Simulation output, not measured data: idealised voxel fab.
Presented below is a process module, voxel transistor to metal.
Square cells of 5 nm make up the cross-section cut, whose width is 195 nm.
Cross-section spec: square-cell grid; bands listed top down; each band is one or more rows. In this notation a band is specified by the heights of its top and bottom, in that order and in nm, after which its materials appear from left to right, each paired with its width in nm. The word "edge to edge" attached to a single material means that material fills the band from edge to edge; the word "empty" stands for empty space. Convention: height 0 is the level below which the wafer, as received, is all one material. The lowest band does not terminate at the bottom but continues downward, represented as "0 and below". The expression "30 to 40" gives the width at the extremes of the band, the first number at its top row of cells and the second at its bottom row, with the width changing by equal amounts from each row to the next in between. "nothing was modified" -> step changed no cross-section cell. "Fully closed voids" means: voids of 8 cells or more that are shut off from the top with no open way through. Written width x height at distance, distance from the left edge, in nm. Whatever follows a step's settings on its line is a remark the simulator itself makes about that step. overlay nm: mask offset rightward from planned place, masked step; negative means leftward offset. From here on the document is pairs. In a pair, the cross-section before one process step comes with the cross-section after it, and the latter goes no deeper than the lowest band that changed. What lies in between, the step and its settings, is written under the pair. A pair may be from a different run of this module on the same starting wafer than the pair above it, so it continues from that pair only where its entry headed "Incoming structure" says so.
Incoming structure
* 85 down to 65 = SiO2 50 nm; empty 15 nm; SiO2 65 nm; empty 15 nm; SiO2 50 nm
* 65 down to 50 = SiO2 edge to edge
* 50 down to 45 = SiCN edge to edge
* 45 down to 30 = SiO2 50 nm; TiN 5 nm; W 5 nm; TiN 5 nm; SiO2 65 nm; TiN 5 nm; W 5 nm; TiN 5 nm; SiO2 50 nm
* 30 down to 25 = SiCN 50 nm; TiN 15 nm; SiCN 65 nm; TiN 15 nm; SiCN 50 nm
* 25 down to 15 = SiO2 50 nm; TiN 5 nm; W 5 nm; TiN 5 nm; SiO2 65 nm; TiN 5 nm; W 5 nm; TiN 5 nm; SiO2 50 nm
* 15 down to 0 = SiO2 50 nm; TiN 5 nm; W 5 nm; TiN 5 nm; SiO2 5 nm; SiN 10 nm; HfO2 5 nm; TiN 5 nm; W 15 nm; TiN 5 nm; HfO2 5 nm; SiN 10 nm; SiO2 5 nm; TiN 5 nm; W 5 nm; TiN 5 nm; SiO2 50 nm
* 0 down to -5 = SiO2 50 nm; TiN 15 nm; SiO2 5 nm; SiN 10 nm; HfO2 5 nm; TiN 25 nm; HfO2 5 nm; SiN 10 nm; SiO2 5 nm; TiN 15 nm; SiO2 50 nm
* -5 down to -10 = SiO2 35 nm; SiGe 35 nm; SiO2 5 nm; HfO2 45 nm; SiO2 5 nm; SiGe 35 nm; SiO2 35 nm
* -10 down to -65 = SiO2 40 nm; Si 115 nm; SiO2 40 nm
* -65 and below = Si edge to edge
* Fully closed voids: none
Cut View, Post-Step
* 100 down to 85 = aC 50 nm; empty 15 nm; aC 65 nm; empty 15 nm; aC 50 nm
* 85 down to 80 = SiO2 50 nm; empty 15 nm; SiO2 65 nm; empty 15 nm; SiO2 50 nm
* 80 down to 65 = SiO2 50 nm; aC 15 nm; SiO2 65 nm; aC 15 nm; SiO2 50 nm
* At heights below 65, the structure remains unaltered.
* Fully closed voids: none
It is this step that lies between the two cross-sections above: op DIRECTIONAL_DEP | material aC | thk nm 15
Incoming structure: Reference is made to the cross-section shown after the step in the pair directly above, which represents the state prior to this step.
Cut View, Post-Step
* 130 down to 100 = resist 50 nm; empty 15 nm; resist 65 nm; empty 15 nm; resist 50 nm
* At heights below 100, the structure remains unaltered.
* Fully closed voids: none
It is this step that lies between the two cross-sections above: op PATTERN | tone open | mask id METAL_2_HOLES | material resist | width nm 15 | pitch nm 80 | thk nm 30 | overlay nm 0
Incoming structure: Reference is made to the cross-section shown after the step in the pair directly above, which represents the state prior to this step.
Cut View, Post-Step
* 115 down to 100 = resist 50 nm; empty 15 nm; resist 65 nm; empty 15 nm; resist 50 nm
* 100 down to 85 = aC 50 nm; empty 15 nm; aC 65 nm; empty 15 nm; aC 50 nm
* 85 down to 65 = SiO2 50 nm; empty 15 nm; SiO2 65 nm; empty 15 nm; SiO2 50 nm
* At heights below 65, the structure remains unaltered.
* Fully closed voids: none
It is this step that lies between the two cross-sections above: op DIRECTIONAL_ETCH | etch materials aC | depth nm 15
Incoming structure: Reference is made to the cross-section shown after the step in the pair directly above, which represents the state prior to this step.
Cut View, Post-Step
* 100 down to 85 = aC 50 nm; empty 15 nm; aC 65 nm; empty 15 nm; aC 50 nm
* At heights below 85, the structure remains unaltered.
* Fully closed voids: none
It is this step that lies between the two cross-sections above: op STRIP | etch materials resist
Incoming structure: Reference is made to the cross-section shown after the step in the pair directly above, which represents the state prior to this step.
Cut View, Post-Step
* 100 down to 85 = aC 50 nm; empty 15 nm; aC 65 nm; empty 15 nm; aC 50 nm
* 85 down to 50 = SiO2 50 nm; empty 15 nm; SiO2 65 nm; empty 15 nm; SiO2 50 nm
* At heights below 50, the structure remains unaltered.
* Fully closed voids: none
It is this step that lies between the two cross-sections above: op DIRECTIONAL_ETCH | etch materials SiO2 | depth nm 15
Incoming structure: Reference is made to the cross-section shown after the step in the pair directly above, which represents the state prior to this step.
Cut View, Post-Step
* 100 down to 85 = aC 50 nm; empty 15 nm; aC 65 nm; empty 15 nm; aC 50 nm
* 85 down to 50 = SiO2 50 nm; empty 15 nm; SiO2 65 nm; empty 15 nm; SiO2 50 nm
* 50 down to 45 = SiCN 50 nm; empty 15 nm; SiCN 65 nm; empty 15 nm; SiCN 50 nm
* At heights below 45, the structure remains unaltered.
* Fully closed voids: none
It is this step that lies between the two cross-sections above: op DIRECTIONAL_ETCH | etch materials SiCN | depth nm 5
Incoming structure: Reference is made to the cross-section shown after the step in the pair directly above, which represents the state prior to this step.
Cut View, Post-Step
* 85 down to 50 = SiO2 50 nm; empty 15 nm; SiO2 65 nm; empty 15 nm; SiO2 50 nm
* At heights below 50, the structure remains unaltered.
* Fully closed voids: none
It is this step that lies between the two cross-sections above: op STRIP | etch materials aC
Incoming structure: Reference is made to the cross-section shown after the step in the pair directly above, which represents the state prior to this step.
Cut View, Post-Step
* 90 down to 85 = TiN 55 nm; empty 5 nm; TiN 75 nm; empty 5 nm; TiN 55 nm
* 85 down to 50 = SiO2 50 nm; TiN 5 nm; empty 5 nm; TiN 5 nm; SiO2 65 nm; TiN 5 nm; empty 5 nm; TiN 5 nm; SiO2 50 nm
* 50 down to 45 = SiCN 50 nm; TiN 15 nm; SiCN 65 nm; TiN 15 nm; SiCN 50 nm
* At heights below 45, the structure remains unaltered.
* Fully closed voids: none
It is this step that lies between the two cross-sections above: op CONFORMAL_DEP | material TiN | thk nm 5
Incoming structure: Reference is made to the cross-section shown after the step in the pair directly above, which represents the state prior to this step.
Cut View, Post-Step
* 100 down to 90 = Ru edge to edge
* 90 down to 85 = TiN 55 nm; Ru 5 nm; TiN 75 nm; Ru 5 nm; TiN 55 nm
* 85 down to 50 = SiO2 50 nm; TiN 5 nm; Ru 5 nm; TiN 5 nm; SiO2 65 nm; TiN 5 nm; Ru 5 nm; TiN 5 nm; SiO2 50 nm
* At heights below 50, the structure remains unaltered.
* Fully closed voids: none
It is this step that lies between the two cross-sections above: op FILL_DEP | material Ru | thk nm 10
Incoming structure: Reference is made to the cross-section shown after the step in the pair directly above, which represents the state prior to this step.
Cut View, Post-Step
* 85 down to 50 = SiO2 50 nm; TiN 5 nm; Ru 5 nm; TiN 5 nm; SiO2 65 nm; TiN 5 nm; Ru 5 nm; TiN 5 nm; SiO2 50 nm
* At heights below 50, the structure remains unaltered.
* Fully closed voids: none
It is this step that lies between the two cross-sections above: op CMP | height nm 85
Incoming structure: Reference is made to the cross-section shown after the step in the pair directly above, which represents the state prior to this step.
Cut View, Post-Step
* 90 down to 85 = SiN edge to edge
* At heights below 85, the structure remains unaltered.
* Fully closed voids: none
It is this step that lies between the two cross-sections above: op CONFORMAL_DEP | material SiN | thk nm 5
Incoming structure
* 10 down to 0 = empty 40 nm; SiN 115 nm; empty 40 nm
* 0 down to -5 = SiO2 edge to edge
* -5 down to -35 = SiO2 40 nm; Si 115 nm; SiO2 40 nm
* -35 and below = Si edge to edge
* Fully closed voids: none
Cut View, Post-Step
* 10 down to 0 = empty 40 nm; SiN 115 nm; empty 40 nm
* 0 down to -5 = empty 45 nm; SiO2 105 nm; empty 45 nm
* At heights below -5, the structure remains unaltered.
* Fully closed voids: none
It is this step that lies between the two cross-sections above: op SELECTIVE_ETCH | etch materials SiO2 | depth nm 5
Incoming structure: Reference is made to the cross-section shown after the step in the pair directly above, which represents the state prior to this step.
Cut View, Post-Step
* 0 down to -5 = empty 45 nm; SiO2 105 nm; empty 45 nm
* At heights below -5, the structure remains unaltered.
* Fully closed voids: none
It is this step that lies between the two cross-sections above: op STRIP | etch materials SiN
Incoming structure: Reference is made to the cross-section shown after the step in the pair directly above, which represents the state prior to this step.
Cut View, Post-Step
* 0 down to -5 = empty 45 nm; SiO2 105 nm; empty 45 nm
* -5 down to -10 = SiO2 50 nm; Si 95 nm; SiO2 50 nm
* At heights below -10, the structure remains unaltered.
* Fully closed voids: none
It is this step that lies between the two cross-sections above: op OXIDIZE | depth nm 5
Incoming structure: Reference is made to the cross-section shown after the step in the pair directly above, which represents the state prior to this step.
Cut View, Post-Step
* 25 down to 20 = empty 45 nm; polySi 105 nm; empty 45 nm
* 20 down to 0 = polySi edge to edge
* 0 down to -5 = polySi 45 nm; SiO2 105 nm; polySi 45 nm
* At heights below -5, the structure remains unaltered.
* Fully closed voids: none
It is this step that lies between the two cross-sections above: op DIRECTIONAL_DEP | material polySi | thk nm 25
Incoming structure: Reference is made to the cross-section shown after the step in the pair directly above, which represents the state prior to this step.
Cut View, Post-Step
* 40 down to 35 = empty 45 nm; SiCN 105 nm; empty 45 nm
* 35 down to 25 = SiCN edge to edge
* 25 down to 20 = SiCN 45 nm; polySi 105 nm; SiCN 45 nm
* At heights below 20, the structure remains unaltered.
* Fully closed voids: none
It is this step that lies between the two cross-sections above: op DIRECTIONAL_DEP | material SiCN | thk nm 15
Incoming structure: Reference is made to the cross-section shown after the step in the pair directly above, which represents the state prior to this step.
Cut View, Post-Step
* 55 down to 40 = empty 80 nm; resist 35 nm; empty 80 nm
* At heights below 40, the structure remains unaltered.
* Fully closed voids: none
It is this step that lies between the two cross-sections above: op PATTERN | tone cover | mask id GATE | material resist | width nm 35 | thk nm 15 | overlay nm 0
Incoming structure: Reference is made to the cross-section shown after the step in the pair directly above, which represents the state prior to this step.
Cut View, Post-Step
* 55 down to 40 = empty 80 nm; resist 35 nm; empty 80 nm
* 40 down to 25 = empty 80 nm; SiCN 35 nm; empty 80 nm
* 25 down to 20 = empty 45 nm; polySi 105 nm; empty 45 nm
* At heights below 20, the structure remains unaltered.
* Fully closed voids: none
It is this step that lies between the two cross-sections above: op DIRECTIONAL_ETCH | etch materials SiCN | depth nm 25
Incoming structure: Reference is made to the cross-section shown after the step in the pair directly above, which represents the state prior to this step.
Cut View, Post-Step
* 55 down to 40 = empty 80 nm; resist 35 nm; empty 80 nm
* 40 down to 25 = empty 80 nm; SiCN 35 nm; empty 80 nm
* 25 down to 0 = empty 80 nm; polySi 35 nm; empty 80 nm
* 0 down to -5 = empty 45 nm; SiO2 105 nm; empty 45 nm
* At heights below -5, the structure remains unaltered.
* Fully closed voids: none
It is this step that lies between the two cross-sections above: op DIRECTIONAL_ETCH | etch materials polySi | depth nm 35
Incoming structure: Reference is made to the cross-section shown after the step in the pair directly above, which represents the state prior to this step.
Cut View, Post-Step
* 40 down to 25 = empty 80 nm; SiCN 35 nm; empty 80 nm
* At heights below 25, the structure remains unaltered.
* Fully closed voids: none
It is this step that lies between the two cross-sections above: op STRIP | etch materials resist
Incoming structure: Reference is made to the cross-section shown after the step in the pair directly above, which represents the state prior to this step.
Cut View, Post-Step
* 50 down to 40 = empty 70 nm; SiN 55 nm; empty 70 nm
* 40 down to 25 = empty 70 nm; SiN 10 nm; SiCN 35 nm; SiN 10 nm; empty 70 nm
* 25 down to 10 = empty 70 nm; SiN 10 nm; polySi 35 nm; SiN 10 nm; empty 70 nm
* 10 down to 5 = empty 35 nm; SiN 45 nm; polySi 35 nm; SiN 45 nm; empty 35 nm
* 5 down to 0 = SiN 80 nm; polySi 35 nm; SiN 80 nm
* 0 down to -5 = SiN 45 nm; SiO2 105 nm; SiN 45 nm
* At heights below -5, the structure remains unaltered.
* Fully closed voids: none
It is this step that lies between the two cross-sections above: op CONFORMAL_DEP | material SiN | thk nm 10
Incoming structure: Reference is made to the cross-section shown after the step in the pair directly above, which represents the state prior to this step.
Cut View, Post-Step
* 40 down to 25 = empty 70 nm; SiN 10 nm; SiCN 35 nm; SiN 10 nm; empty 70 nm
* 25 down to 0 = empty 70 nm; SiN 10 nm; polySi 35 nm; SiN 10 nm; empty 70 nm
* 0 down to -5 = empty 35 nm; SiN 10 nm; SiO2 105 nm; SiN 10 nm; empty 35 nm
* At heights below -5, the structure remains unaltered.
* Fully closed voids: none
It is this step that lies between the two cross-sections above: op DIRECTIONAL_ETCH | etch materials SiN | depth nm 10
Incoming structure: Reference is made to the cross-section shown after the step in the pair directly above, which represents the state prior to this step.
Cut View, Post-Step
* 40 down to 25 = empty 70 nm; SiN 10 nm; SiCN 35 nm; SiN 10 nm; empty 70 nm
* 25 down to 0 = empty 70 nm; SiN 10 nm; polySi 35 nm; SiN 10 nm; empty 70 nm
* 0 down to -5 = empty 35 nm; SiN 10 nm; empty 25 nm; SiO2 55 nm; empty 25 nm; SiN 10 nm; empty 35 nm
* -5 down to -10 = empty 35 nm; SiO2 15 nm; Si 95 nm; SiO2 15 nm; empty 35 nm
* At heights below -10, the structure remains unaltered.
* Fully closed voids: none
It is this step that lies between the two cross-sections above: op DIRECTIONAL_ETCH | etch materials SiO2 | depth nm 5
Incoming structure: Reference is made to the cross-section shown after the step in the pair directly above, which represents the state prior to this step.
Cut View, Post-Step
* 40 down to 25 = empty 70 nm; SiN 10 nm; SiCN 35 nm; SiN 10 nm; empty 70 nm
* 25 down to 0 = empty 70 nm; SiN 10 nm; polySi 35 nm; SiN 10 nm; empty 70 nm
* 0 down to -5 = empty 35 nm; SiN 10 nm; SiGe 25 nm; SiO2 55 nm; SiGe 25 nm; SiN 10 nm; empty 35 nm
* At heights below -5, the structure remains unaltered.
* Fully closed voids: none
It is this step that lies between the two cross-sections above: op EPI | material SiGe | thk nm 5
Incoming structure: Reference is made to the cross-section shown after the step in the pair directly above, which represents the state prior to this step.
Cut View, Post-Step
* 45 down to 40 = SiO2 edge to edge
* 40 down to 25 = SiO2 70 nm; SiN 10 nm; SiCN 35 nm; SiN 10 nm; SiO2 70 nm
* 25 down to 0 = SiO2 70 nm; SiN 10 nm; polySi 35 nm; SiN 10 nm; SiO2 70 nm
* 0 down to -5 = SiO2 35 nm; SiN 10 nm; SiGe 25 nm; SiO2 55 nm; SiGe 25 nm; SiN 10 nm; SiO2 35 nm
* -5 down to -10 = SiO2 50 nm; Si 95 nm; SiO2 50 nm
* At heights below -10, the structure remains unaltered.
* Fully closed voids: none
It is this step that lies between the two cross-sections above: op FILL_DEP | material SiO2 | thk nm 5
Incoming structure: Reference is made to the cross-section shown after the step in the pair directly above, which represents the state prior to this step.
Cut View, Post-Step
* 20 down to 0 = SiO2 70 nm; SiN 10 nm; polySi 35 nm; SiN 10 nm; SiO2 70 nm
* At heights below 0, the structure remains unaltered.
* Fully closed voids: none
It is this step that lies between the two cross-sections above: op CMP | height nm 20
Incoming structure: Reference is made to the cross-section shown after the step in the pair directly above, which represents the state prior to this step.
Cut View, Post-Step
* 20 down to 0 = SiO2 70 nm; SiN 10 nm; empty 35 nm; SiN 10 nm; SiO2 70 nm
* At heights below 0, the structure remains unaltered.
* Fully closed voids: none
It is this step that lies between the two cross-sections above: op STRIP | etch materials polySi
Incoming structure: Reference is made to the cross-section shown after the step in the pair directly above, which represents the state prior to this step.
Cut View, Post-Step
* 20 down to 15 = empty 70 nm; SiN 10 nm; empty 35 nm; SiN 10 nm; empty 70 nm
* 15 down to 0 = SiO2 70 nm; SiN 10 nm; empty 35 nm; SiN 10 nm; SiO2 70 nm
* 0 down to -5 = SiO2 35 nm; SiN 10 nm; SiGe 25 nm; SiO2 5 nm; empty 45 nm; SiO2 5 nm; SiGe 25 nm; SiN 10 nm; SiO2 35 nm
* At heights below -5, the structure remains unaltered.
* Fully closed voids: none
It is this step that lies between the two cross-sections above: op SELECTIVE_ETCH | etch materials SiO2 | depth nm 5
Incoming structure: Reference is made to the cross-section shown after the step in the pair directly above, which represents the state prior to this step.
Cut View, Post-Step
* 25 down to 20 = empty 65 nm; HfO2 20 nm; empty 25 nm; HfO2 20 nm; empty 65 nm
* 20 down to 15 = HfO2 70 nm; SiN 10 nm; HfO2 5 nm; empty 25 nm; HfO2 5 nm; SiN 10 nm; HfO2 70 nm
* 15 down to 0 = SiO2 70 nm; SiN 10 nm; HfO2 5 nm; empty 25 nm; HfO2 5 nm; SiN 10 nm; SiO2 70 nm
* 0 down to -5 = SiO2 35 nm; SiN 10 nm; SiGe 25 nm; SiO2 5 nm; HfO2 45 nm; SiO2 5 nm; SiGe 25 nm; SiN 10 nm; SiO2 35 nm
* At heights below -5, the structure remains unaltered.
* Fully closed voids: none
It is this step that lies between the two cross-sections above: op CONFORMAL_DEP | material HfO2 | thk nm 5
Incoming structure: Reference is made to the cross-section shown after the step in the pair directly above, which represents the state prior to this step.
Cut View, Post-Step
* 30 down to 25 = empty 60 nm; TiN 30 nm; empty 15 nm; TiN 30 nm; empty 60 nm
* 25 down to 20 = TiN 65 nm; HfO2 20 nm; TiN 5 nm; empty 15 nm; TiN 5 nm; HfO2 20 nm; TiN 65 nm
* 20 down to 15 = HfO2 70 nm; SiN 10 nm; HfO2 5 nm; TiN 5 nm; empty 15 nm; TiN 5 nm; HfO2 5 nm; SiN 10 nm; HfO2 70 nm
* 15 down to 5 = SiO2 70 nm; SiN 10 nm; HfO2 5 nm; TiN 5 nm; empty 15 nm; TiN 5 nm; HfO2 5 nm; SiN 10 nm; SiO2 70 nm
* 5 down to 0 = SiO2 70 nm; SiN 10 nm; HfO2 5 nm; TiN 25 nm; HfO2 5 nm; SiN 10 nm; SiO2 70 nm
* At heights below 0, the structure remains unaltered.
* Fully closed voids: none
It is this step that lies between the two cross-sections above: op CONFORMAL_DEP | material TiN | thk nm 5
Incoming structure: Reference is made to the cross-section shown after the step in the pair directly above, which represents the state prior to this step.
Cut View, Post-Step
* 40 down to 30 = W edge to edge
* 30 down to 25 = W 60 nm; TiN 30 nm; W 15 nm; TiN 30 nm; W 60 nm
* 25 down to 20 = TiN 65 nm; HfO2 20 nm; TiN 5 nm; W 15 nm; TiN 5 nm; HfO2 20 nm; TiN 65 nm
* 20 down to 15 = HfO2 70 nm; SiN 10 nm; HfO2 5 nm; TiN 5 nm; W 15 nm; TiN 5 nm; HfO2 5 nm; SiN 10 nm; HfO2 70 nm
* 15 down to 5 = SiO2 70 nm; SiN 10 nm; HfO2 5 nm; TiN 5 nm; W 15 nm; TiN 5 nm; HfO2 5 nm; SiN 10 nm; SiO2 70 nm
* At heights below 5, the structure remains unaltered.
* Fully closed voids: none
It is this step that lies between the two cross-sections above: op FILL_DEP | material W | thk nm 10
Incoming structure: Reference is made to the cross-section shown after the step in the pair directly above, which represents the state prior to this step.
Cut View, Post-Step
* 15 down to 5 = SiO2 70 nm; SiN 10 nm; HfO2 5 nm; TiN 5 nm; W 15 nm; TiN 5 nm; HfO2 5 nm; SiN 10 nm; SiO2 70 nm
* At heights below 5, the structure remains unaltered.
* Fully closed voids: none
It is this step that lies between the two cross-sections above: op CMP | height nm 15
Incoming structure: Reference is made to the cross-section shown after the step in the pair directly above, which represents the state prior to this step.
Cut View, Post-Step
* 25 down to 15 = SiO2 edge to edge
* At heights below 15, the structure remains unaltered.
* Fully closed voids: none
It is this step that lies between the two cross-sections above: op DIRECTIONAL_DEP | material SiO2 | thk nm 10
Incoming structure: Reference is made to the cross-section shown after the step in the pair directly above, which represents the state prior to this step.
Cut View, Post-Step
* 25 down to 15 = SiO2 50 nm; empty 15 nm; SiO2 65 nm; empty 15 nm; SiO2 50 nm
* 15 down to 5 = SiO2 50 nm; empty 15 nm; SiO2 5 nm; SiN 10 nm; HfO2 5 nm; TiN 5 nm; W 15 nm; TiN 5 nm; HfO2 5 nm; SiN 10 nm; SiO2 5 nm; empty 15 nm; SiO2 50 nm
* 5 down to 0 = SiO2 50 nm; empty 15 nm; SiO2 5 nm; SiN 10 nm; HfO2 5 nm; TiN 25 nm; HfO2 5 nm; SiN 10 nm; SiO2 5 nm; empty 15 nm; SiO2 50 nm
* At heights below 0, the structure remains unaltered.
* Fully closed voids: none
It is this step that lies between the two cross-sections above: op MASKED_ETCH | tone open | mask id CONTACT | width nm 15 | pitch nm 80 | etch materials SiO2 | depth nm 30 | overlay nm 0
Incoming structure: Reference is made to the cross-section shown after the step in the pair directly above, which represents the state prior to this step.
Cut View, Post-Step
* 30 down to 25 = TiN 55 nm; empty 5 nm; TiN 75 nm; empty 5 nm; TiN 55 nm
* 25 down to 15 = SiO2 50 nm; TiN 5 nm; empty 5 nm; TiN 5 nm; SiO2 65 nm; TiN 5 nm; empty 5 nm; TiN 5 nm; SiO2 50 nm
* 15 down to 5 = SiO2 50 nm; TiN 5 nm; empty 5 nm; TiN 5 nm; SiO2 5 nm; SiN 10 nm; HfO2 5 nm; TiN 5 nm; W 15 nm; TiN 5 nm; HfO2 5 nm; SiN 10 nm; SiO2 5 nm; TiN 5 nm; empty 5 nm; TiN 5 nm; SiO2 50 nm
* 5 down to 0 = SiO2 50 nm; TiN 15 nm; SiO2 5 nm; SiN 10 nm; HfO2 5 nm; TiN 25 nm; HfO2 5 nm; SiN 10 nm; SiO2 5 nm; TiN 15 nm; SiO2 50 nm
* At heights below 0, the structure remains unaltered.
* Fully closed voids: none
It is this step that lies between the two cross-sections above: op CONFORMAL_DEP | material TiN | thk nm 5
Incoming structure: Reference is made to the cross-section shown after the step in the pair directly above, which represents the state prior to this step.
Cut View, Post-Step
* 40 down to 30 = W edge to edge
* 30 down to 25 = TiN 55 nm; W 5 nm; TiN 75 nm; W 5 nm; TiN 55 nm
* 25 down to 15 = SiO2 50 nm; TiN 5 nm; W 5 nm; TiN 5 nm; SiO2 65 nm; TiN 5 nm; W 5 nm; TiN 5 nm; SiO2 50 nm
* 15 down to 5 = SiO2 50 nm; TiN 5 nm; W 5 nm; TiN 5 nm; SiO2 5 nm; SiN 10 nm; HfO2 5 nm; TiN 5 nm; W 15 nm; TiN 5 nm; HfO2 5 nm; SiN 10 nm; SiO2 5 nm; TiN 5 nm; W 5 nm; TiN 5 nm; SiO2 50 nm
* At heights below 5, the structure remains unaltered.
* Fully closed voids: none
It is this step that lies between the two cross-sections above: op FILL_DEP | material W | thk nm 10
Incoming structure: Reference is made to the cross-section shown after the step in the pair directly above, which represents the state prior to this step.
Cut View, Post-Step
* 25 down to 15 = SiO2 50 nm; TiN 5 nm; W 5 nm; TiN 5 nm; SiO2 65 nm; TiN 5 nm; W 5 nm; TiN 5 nm; SiO2 50 nm
* At heights below 15, the structure remains unaltered.
* Fully closed voids: none
It is this step that lies between the two cross-sections above: op CMP | height nm 25
Incoming structure: Reference is made to the cross-section shown after the step in the pair directly above, which represents the state prior to this step.
Cut View, Post-Step
* 30 down to 25 = SiCN edge to edge
* At heights below 25, the structure remains unaltered.
* Fully closed voids: none
It is this step that lies between the two cross-sections above: op CONFORMAL_DEP | material SiCN | thk nm 5
Incoming structure: Reference is made to the cross-section shown after the step in the pair directly above, which represents the state prior to this step.
Cut View, Post-Step
* 45 down to 30 = SiO2 edge to edge
* At heights below 30, the structure remains unaltered.
* Fully closed voids: none
It is this step that lies between the two cross-sections above: op DIRECTIONAL_DEP | material SiO2 | thk nm 15
Incoming structure: Reference is made to the cross-section shown after the step in the pair directly above, which represents the state prior to this step.
Cut View, Post-Step
* 45 down to 30 = SiO2 50 nm; empty 15 nm; SiO2 65 nm; empty 15 nm; SiO2 50 nm
* At heights below 30, the structure remains unaltered.
* Fully closed voids: none
It is this step that lies between the two cross-sections above: op MASKED_ETCH | tone open | mask id METAL_1 | width nm 15 | pitch nm 80 | etch materials SiO2 | depth nm 15 | overlay nm 0
Incoming structure: Reference is made to the cross-section shown after the step in the pair directly above, which represents the state prior to this step.
Cut View, Post-Step
* 45 down to 30 = SiO2 50 nm; empty 15 nm; SiO2 65 nm; empty 15 nm; SiO2 50 nm
* 30 down to 25 = SiCN 50 nm; empty 15 nm; SiCN 65 nm; empty 15 nm; SiCN 50 nm
* At heights below 25, the structure remains unaltered.
* Fully closed voids: none
It is this step that lies between the two cross-sections above: op MASKED_ETCH | tone open | mask id METAL_1 | width nm 15 | pitch nm 80 | etch materials SiCN | depth nm 5 | overlay nm 0
Incoming structure: Reference is made to the cross-section shown after the step in the pair directly above, which represents the state prior to this step.
Cut View, Post-Step
* 50 down to 45 = TiN 55 nm; empty 5 nm; TiN 75 nm; empty 5 nm; TiN 55 nm
* 45 down to 30 = SiO2 50 nm; TiN 5 nm; empty 5 nm; TiN 5 nm; SiO2 65 nm; TiN 5 nm; empty 5 nm; TiN 5 nm; SiO2 50 nm
* 30 down to 25 = SiCN 50 nm; TiN 15 nm; SiCN 65 nm; TiN 15 nm; SiCN 50 nm
* At heights below 25, the structure remains unaltered.
* Fully closed voids: none
It is this step that lies between the two cross-sections above: op CONFORMAL_DEP | material TiN | thk nm 5
Incoming structure: Reference is made to the cross-section shown after the step in the pair directly above, which represents the state prior to this step.
Cut View, Post-Step
* 60 down to 50 = W edge to edge
* 50 down to 45 = TiN 55 nm; W 5 nm; TiN 75 nm; W 5 nm; TiN 55 nm
* 45 down to 30 = SiO2 50 nm; TiN 5 nm; W 5 nm; TiN 5 nm; SiO2 65 nm; TiN 5 nm; W 5 nm; TiN 5 nm; SiO2 50 nm
* At heights below 30, the structure remains unaltered.
* Fully closed voids: none
It is this step that lies between the two cross-sections above: op FILL_DEP | material W | thk nm 10
Incoming structure: Reference is made to the cross-section shown after the step in the pair directly above, which represents the state prior to this step.
Cut View, Post-Step
* 45 down to 30 = SiO2 50 nm; TiN 5 nm; W 5 nm; TiN 5 nm; SiO2 65 nm; TiN 5 nm; W 5 nm; TiN 5 nm; SiO2 50 nm
* At heights below 30, the structure remains unaltered.
* Fully closed voids: none
It is this step that lies between the two cross-sections above: op CMP | height nm 45
Incoming structure: Reference is made to the cross-section shown after the step in the pair directly above, which represents the state prior to this step.
Cut View, Post-Step
* 50 down to 45 = SiCN edge to edge
* At heights below 45, the structure remains unaltered.
* Fully closed voids: none
It is this step that lies between the two cross-sections above: op CONFORMAL_DEP | material SiCN | thk nm 5
Incoming structure: Reference is made to the cross-section shown after the step in the pair directly above, which represents the state prior to this step.
Cut View, Post-Step
* 85 down to 50 = SiO2 edge to edge
* At heights below 50, the structure remains unaltered.
* Fully closed voids: none
It is this step that lies between the two cross-sections above: op DIRECTIONAL_DEP | material SiO2 | thk nm 35
Incoming structure: Reference is made to the cross-section shown after the step in the pair directly above, which represents the state prior to this step.
Cut View, Post-Step
* 85 down to 65 = SiO2 50 nm; empty 15 nm; SiO2 65 nm; empty 15 nm; SiO2 50 nm
* At heights below 65, the structure remains unaltered.
* Fully closed voids: none
It is this step that lies between the two cross-sections above: op MASKED_ETCH | tone open | mask id METAL_2 | width nm 15 | pitch nm 80 | etch materials SiO2 | depth nm 20 | overlay nm 0
Incoming structure: Reference is made to the cross-section shown after the step in the pair directly above, which represents the state prior to this step.
Cut View, Post-Step
* 100 down to 85 = aC 50 nm; empty 15 nm; aC 65 nm; empty 15 nm; aC 50 nm
* 85 down to 80 = SiO2 50 nm; empty 15 nm; SiO2 65 nm; empty 15 nm; SiO2 50 nm
* 80 down to 65 = SiO2 50 nm; aC 15 nm; SiO2 65 nm; aC 15 nm; SiO2 50 nm
* At heights below 65, the structure remains unaltered.
* Fully closed voids: none
It is this step that lies between the two cross-sections above: op DIRECTIONAL_DEP | material aC | thk nm 15
Incoming structure: Reference is made to the cross-section shown after the step in the pair directly above, which represents the state prior to this step.
Cut View, Post-Step
* 130 down to 100 = resist 50 nm; empty 15 nm; resist 65 nm; empty 15 nm; resist 50 nm
* At heights below 100, the structure remains unaltered.
* Fully closed voids: none
It is this step that lies between the two cross-sections above: op PATTERN | tone open | mask id METAL_2_HOLES | material resist | width nm 15 | pitch nm 80 | thk nm 30 | overlay nm 0
Incoming structure: Reference is made to the cross-section shown after the step in the pair directly above, which represents the state prior to this step.
Cut View, Post-Step
* 115 down to 100 = resist 50 nm; empty 15 nm; resist 65 nm; empty 15 nm; resist 50 nm
* 100 down to 85 = aC 50 nm; empty 15 nm; aC 65 nm; empty 15 nm; aC 50 nm
* 85 down to 65 = SiO2 50 nm; empty 15 nm; SiO2 65 nm; empty 15 nm; SiO2 50 nm
* At heights below 65, the structure remains unaltered.
* Fully closed voids: none
It is this step that lies between the two cross-sections above: op DIRECTIONAL_ETCH | etch materials aC | depth nm 15
Incoming structure: Reference is made to the cross-section shown after the step in the pair directly above, which represents the state prior to this step.
Cut View, Post-Step
* 100 down to 85 = aC 50 nm; empty 15 nm; aC 65 nm; empty 15 nm; aC 50 nm
* At heights below 85, the structure remains unaltered.
* Fully closed voids: none
It is this step that lies between the two cross-sections above: op STRIP | etch materials resist
Incoming structure: Reference is made to the cross-section shown after the step in the pair directly above, which represents the state prior to this step.
Cut View, Post-Step
* 100 down to 85 = aC 50 nm; empty 15 nm; aC 65 nm; empty 15 nm; aC 50 nm
* 85 down to 50 = SiO2 50 nm; empty 15 nm; SiO2 65 nm; empty 15 nm; SiO2 50 nm
* At heights below 50, the structure remains unaltered.
* Fully closed voids: none
It is this step that lies between the two cross-sections above: op DIRECTIONAL_ETCH | etch materials SiO2 | depth nm 15
Incoming structure: Reference is made to the cross-section shown after the step in the pair directly above, which represents the state prior to this step.
Cut View, Post-Step
* 100 down to 85 = aC 50 nm; empty 15 nm; aC 65 nm; empty 15 nm; aC 50 nm
* 85 down to 50 = SiO2 50 nm; empty 15 nm; SiO2 65 nm; empty 15 nm; SiO2 50 nm
* 50 down to 45 = SiCN 50 nm; empty 15 nm; SiCN 65 nm; empty 15 nm; SiCN 50 nm
* At heights below 45, the structure remains unaltered.
* Fully closed voids: none
It is this step that lies between the two cross-sections above: op DIRECTIONAL_ETCH | etch materials SiCN | depth nm 5
